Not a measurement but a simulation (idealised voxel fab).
process module | voxel double patterning
cross-section cut | 265 nm wide | cells 5 nm
A cross-section is a grid of square cells, given in bands from the top down. A band is one or more rows of cells.
Each band's line starts with the height of the band's top and of its bottom, in nm. Then come its materials from left to right, each with its width in nm. One material with "throughout" fills the band from edge to edge. "air" is empty space.
Height 0 is the level under which the wafer as received is all one material. The lowest band goes on downwards, as in "0 down".
A width such as "30 to 40" changes by the same amount from each row of cells to the next, from the band's top row to its bottom row.
"no change" after a step means that no cell of the cross-section changed.
closed voids: empty space of 8 cells or more with no open way to the top, each as width x height at its distance from the left edge, in nm
after a step's settings: what the simulator itself notes on the step
overlay nm, on a step with a mask: how far to the right of its planned place the mask lay; to the left if negative
plan
1 op RECEIVE | material Si
2 op CONFORMAL_DEP | material SiO2 | thk nm 10
3 op DIRECTIONAL_DEP | material W | thk nm 20
4 op DIRECTIONAL_DEP | material SiCN | thk nm 10
5 op DIRECTIONAL_DEP | material aC | thk nm 10
6 op PATTERN | tone open | mask id FIRST | material resist | width nm 15 | pitch nm 50 | thk nm 30 | overlay nm 0
7 op DIRECTIONAL_ETCH | etch materials aC | depth nm 10
8 op STRIP | etch materials resist
9 op DIRECTIONAL_ETCH | etch materials SiCN | depth nm 10
10 op STRIP | etch materials aC
11 op MASKED_ETCH | tone open | mask id SECOND | width nm 15 | etch materials SiCN | depth nm 10 | overlay nm 0
12 op DIRECTIONAL_ETCH | etch materials W | depth nm 20
13 op STRIP | etch materials SiCN
as received, after step 1
  0 down: Si throughout
  closed voids: none
first wafer at the end, as planned
  30 to 10: W 100 | air 15 | W 10 | air 15 | W 10 | air 15 | W 100
  10 to 0: SiO2 throughout
  0 down: Si throughout
  closed voids: none
second wafer at the end: like start, like plan, one mistake
  20 to 0: W 100 | air 15 | W 10 | air 15 | W 10 | air 15 | W 100
  0 down: Si throughout
  closed voids: none
what went wrong: step 2 was left out
at the end the second wafer has, in cells: 106 fewer of SiO2
